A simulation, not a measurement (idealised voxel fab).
Name of the process module below: voxel spacer lines
Each square cell in cross-section cut measures 5 nm, and the section as a whole is 220 nm wide.
Cross-section = grid of square cells, listed top down in bands; band = one or more rows. The band entry comprises the height of the band's top followed by the height of its bottom, expressed in nm, and subsequently the band's materials from left to right, each stated together with its width in nm. Where a single material is marked with the word "throughout", that material fills the band from edge to edge. The word "empty" represents empty space. Beneath 0, the wafer as received is one material, and that level is where height counting begins. The lowest band goes on downward without a bottom; it is written like "top 0, no bottom". Width spec "30->40" -> top row of cells at first value, bottom row at second value, equal per-row change in between. Step marked "nothing changed"? Then no cell in the cross-section changed in it. Each empty space that has no open way to the top and spans at least 8 cells appears under "Enclosed void inventory" as width x height at distance, the distance counted from the left edge, all in nm. Heads up: the bit after the settings on a step's line is the simulator's remark on that step. A step line may carry the setting "overlay nm", which, for steps involving a mask, states the distance by which the mask lay to the right of its intended position; negative values denote displacement to the left.

[The planned process steps are enumerated hereunder]
1 RECEIVE | material Si
2 CONFORMAL_DEP | material Al2O3 | thk nm 10
3 DIRECTIONAL_DEP | material TiN | thk nm 15
4 DIRECTIONAL_DEP | material polySi | thk nm 30
5 PATTERN | tone cover | mask id MANDREL | material resist | width nm 25 | pitch nm 70 | thk nm 35 | overlay nm 0
6 DIRECTIONAL_ETCH | etch materials polySi | depth nm 30
7 STRIP | etch materials resist
8 CONFORMAL_DEP | material SiO2 | thk nm 10
9 DIRECTIONAL_ETCH | etch materials SiO2 | depth nm 10
10 STRIP | etch materials polySi
11 DIRECTIONAL_ETCH | etch materials TiN | depth nm 15
12 STRIP | etch materials SiO2
13 FILL_DEP | material SiO2 | thk nm 5
14 CMP | height nm 25

[First wafer, two in total, run as planned]

[Cross-section of the wafer upon arrival, representing the state reached after step 1]
- top 0, no bottom: Si throughout
- Enclosed void inventory: none

[Cross-section: wafer state after step 2]
- top 10, bottom 0: Al2O3 throughout
- Everything under 0 stays put, no change at all.

[Cross-section: wafer state after step 3]
- top 25, bottom 10: TiN throughout
- Everything under 10 stays put, no change at all.

[Cross-section: wafer state after step 4]
- top 55, bottom 25: polySi throughout
- Everything under 25 stays put, no change at all.

[Cross-section: wafer state after step 5]
- top 90, bottom 55: 60 of empty / 25 of resist / 45 of empty / 25 of resist / 65 of empty
- Everything under 55 stays put, no change at all.

[Cross-section: wafer state after step 6]
- top 90, bottom 55: 60 of empty / 25 of resist / 45 of empty / 25 of resist / 65 of empty
- top 55, bottom 25: 60 of empty / 25 of polySi / 45 of empty / 25 of polySi / 65 of empty
- Everything under 25 stays put, no change at all.

[Cross-section: wafer state after step 7]
- top 55, bottom 25: 60 of empty / 25 of polySi / 45 of empty / 25 of polySi / 65 of empty
- Everything under 25 stays put, no change at all.

[Cross-section: wafer state after step 8]
- top 65, bottom 55: 50 of empty / 45 of SiO2 / 25 of empty / 45 of SiO2 / 55 of empty
- top 55, bottom 35: 50 of empty / 10 of SiO2 / 25 of polySi / 10 of SiO2 / 25 of empty / 10 of SiO2 / 25 of polySi / 10 of SiO2 / 55 of empty
- top 35, bottom 25: 60 of SiO2 / 25 of polySi / 45 of SiO2 / 25 of polySi / 65 of SiO2
- Everything under 25 stays put, no change at all.

[Cross-section: wafer state after step 9]
- top 55, bottom 25: 50 of empty / 10 of SiO2 / 25 of polySi / 10 of SiO2 / 25 of empty / 10 of SiO2 / 25 of polySi / 10 of SiO2 / 55 of empty
- Everything under 25 stays put, no change at all.

[Cross-section: wafer state after step 10]
- top 55, bottom 25: 50 of empty / 10 of SiO2 / 25 of empty / 10 of SiO2 / 25 of empty / 10 of SiO2 / 25 of empty / 10 of SiO2 / 55 of empty
- Everything under 25 stays put, no change at all.

[Cross-section: wafer state after step 11]
- top 55, bottom 25: 50 of empty / 10 of SiO2 / 25 of empty / 10 of SiO2 / 25 of empty / 10 of SiO2 / 25 of empty / 10 of SiO2 / 55 of empty
- top 25, bottom 10: 50 of empty / 10 of TiN / 25 of empty / 10 of TiN / 25 of empty / 10 of TiN / 25 of empty / 10 of TiN / 55 of empty
- Everything under 10 stays put, no change at all.

[Cross-section: wafer state after step 12]
- top 25, bottom 10: 50 of empty / 10 of TiN / 25 of empty / 10 of TiN / 25 of empty / 10 of TiN / 25 of empty / 10 of TiN / 55 of empty
- Everything under 10 stays put, no change at all.

[Cross-section: wafer state after step 13]
- top 30, bottom 25: SiO2 throughout
- top 25, bottom 10: 50 of SiO2 / 10 of TiN / 25 of SiO2 / 10 of TiN / 25 of SiO2 / 10 of TiN / 25 of SiO2 / 10 of TiN / 55 of SiO2
- Everything under 10 stays put, no change at all.

[Cross-section: wafer state after step 14]
- top 25, bottom 10: 50 of SiO2 / 10 of TiN / 25 of SiO2 / 10 of TiN / 25 of SiO2 / 10 of TiN / 25 of SiO2 / 10 of TiN / 55 of SiO2
- Everything under 10 stays put, no change at all.

[Wafer two of two - same starting point, same process plan, one mistake in execution; matches wafer one up to and including step 12]

[Second wafer, sectioned view, at step 13's planned end time]
- top 30, bottom 25: Al2O3 throughout
- top 25, bottom 10: 50 of Al2O3 / 10 of TiN / 25 of Al2O3 / 10 of TiN / 25 of Al2O3 / 10 of TiN / 25 of Al2O3 / 10 of TiN / 55 of Al2O3
- Everything under 10 stays put, no change at all.

[Second wafer, sectioned view, at step 14's planned end time]
- top 25, bottom 10: 50 of Al2O3 / 10 of TiN / 25 of Al2O3 / 10 of TiN / 25 of Al2O3 / 10 of TiN / 25 of Al2O3 / 10 of TiN / 55 of Al2O3
- Everything under 10 stays put, no change at all.
It is concluded that the wafer was processed incorrectly with respect to the plan, in that heads up, step 13 didn't go per plan, it actually ran as FILL_DEP | material Al2O3 | thk nm 5
at the end the second wafer has, in cells: 108 more of Al2O3, 108 fewer of SiO2
